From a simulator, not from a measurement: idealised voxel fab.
process module | voxel capacitor over wiring
cross-section cut | 280 nm wide | cells 5 nm
A cross-section is a grid of square cells, given in bands from the top down. A band is one or more rows of cells.
Each band's line starts with the height of the band's top and of its bottom, in nm. Then come its materials from left to right, each with its width in nm. One material with "throughout" fills the band from edge to edge. "air" is empty space.
Height 0 is the level under which the wafer as received is all one material. The lowest band goes on downwards, as in "0 down".
A width such as "30 to 40" changes by the same amount from each row of cells to the next, from the band's top row to its bottom row.
"no change" after a step means that no cell of the cross-section changed.
closed voids: empty space of 8 cells or more with no open way to the top, each as width x height at its distance from the left edge, in nm
after a step's settings: what the simulator itself notes on the step
overlay nm, on a step with a mask: how far to the right of its planned place the mask lay; to the left if negative
plan
1 op RECEIVE | material Si
2 op CONFORMAL_DEP | material SiO2 | thk nm 15
3 op DIRECTIONAL_DEP | material TiN | thk nm 5
4 op DIRECTIONAL_DEP | material W | thk nm 15
5 op PATTERN | tone cover | mask id METAL_1 | material resist | width nm 30 | pitch nm 100 | thk nm 20 | overlay nm 0
6 op DIRECTIONAL_ETCH | etch materials W | depth nm 15
7 op DIRECTIONAL_ETCH | etch materials TiN | depth nm 5
8 op STRIP | etch materials resist
9 op FILL_DEP | material lowk | thk nm 5
10 op CMP | height nm 35
11 op CONFORMAL_DEP | material SiCN | thk nm 5
12 op DIRECTIONAL_DEP | material lowk | thk nm 20
13 op DIRECTIONAL_DEP | material aC | thk nm 10
14 op PATTERN | tone open | mask id PLUG_1 | material resist | width nm 15 | thk nm 30 | overlay nm 0
15 op DIRECTIONAL_ETCH | etch materials aC | depth nm 10
16 op STRIP | etch materials resist
17 op DIRECTIONAL_ETCH | etch materials lowk | depth nm 20
18 op DIRECTIONAL_ETCH | etch materials SiCN | depth nm 5
19 op STRIP | etch materials aC
20 op EPI | material Ru | thk nm 10
21 op EPI | material Ru | thk nm 10
22 op EPI | material Ru | thk nm 5
23 op DIRECTIONAL_DEP | material TiN | thk nm 5
24 op DIRECTIONAL_DEP | material HfO2 | thk nm 5
25 op DIRECTIONAL_DEP | material TiN | thk nm 10
26 op MASKED_ETCH | tone cover | mask id UPPER_PLATE | width nm 75 | etch materials TiN | depth nm 10 | overlay nm 0
27 op MASKED_ETCH | tone cover | mask id UPPER_PLATE | width nm 75 | etch materials HfO2 | depth nm 5 | overlay nm 0
28 op DIRECTIONAL_DEP | material aC | thk nm 10
29 op PATTERN | tone cover | mask id LOWER_PLATE | material resist | width nm 85 | thk nm 30 | overlay nm 0
30 op DIRECTIONAL_ETCH | etch materials aC | depth nm 10
31 op STRIP | etch materials resist
32 op DIRECTIONAL_ETCH | etch materials TiN | depth nm 5
33 op STRIP | etch materials aC
34 op FILL_DEP | material SiO2 | thk nm 20
35 op CMP | height nm 95
36 op DIRECTIONAL_DEP | material aC | thk nm 15
37 op PATTERN | tone open | mask id PLUG_2 | material resist | width nm 15 | thk nm 30 | overlay nm 0
38 op DIRECTIONAL_ETCH | etch materials aC | depth nm 15
39 op STRIP | etch materials resist
40 op DIRECTIONAL_ETCH | etch materials SiO2 | depth nm 15
41 op STRIP | etch materials aC
42 op CONFORMAL_DEP | material TiN | thk nm 5
43 op FILL_DEP | material Ru | thk nm 5
44 op CMP | height nm 95
45 op CONFORMAL_DEP | material SiCN | thk nm 5
as received, after step 1
  0 down: Si throughout
  closed voids: none
first wafer at the end, as planned
  100 to 95: SiCN throughout
  95 to 85: SiO2 100 | TiN 5 | Ru 5 | TiN 5 | SiO2 165
  85 to 80: SiO2 100 | TiN 15 | SiO2 165
  80 to 70: SiO2 90 | TiN 75 | SiO2 115
  70 to 65: SiO2 90 | HfO2 75 | SiO2 115
  65 to 60: SiO2 85 | TiN 85 | SiO2 110
  60 to 40: lowk 90 | Ru 15 | lowk 175
  40 to 35: SiCN 90 | Ru 15 | SiCN 175
  35 to 20: lowk 75 | W 30 | lowk 70 | W 30 | lowk 75
  20 to 15: lowk 75 | TiN 30 | lowk 70 | TiN 30 | lowk 75
  15 to 0: SiO2 throughout
  0 down: Si throughout
  closed voids: none
second wafer at the end: like start, like plan, one mistake
  100 to 95: SiCN throughout
  95 to 85: SiO2 100 | TiN 5 | Ru 5 | TiN 5 | SiO2 165
  85 to 80: SiO2 100 | TiN 15 | SiO2 165
  80 to 70: SiO2 90 | TiN 75 | SiO2 115
  70 to 65: SiO2 90 | HfO2 75 | SiO2 115
  65 to 60: SiO2 85 | TiN 85 | SiO2 110
  60 to 40: lowk 90 | Ru 15 | lowk 175
  40 to 35: SiCN 90 | Ru 15 | SiCN 175
  35 to 30: lowk 75 | TiN 30 | lowk 70 | TiN 30 | lowk 75
  30 to 0: SiO2 throughout
  0 down: Si throughout
  closed voids: none
what went wrong: step 2 was run twice
at the end the second wafer has, in cells: 168 more of SiO2 | 36 fewer of W | 132 fewer of lowk
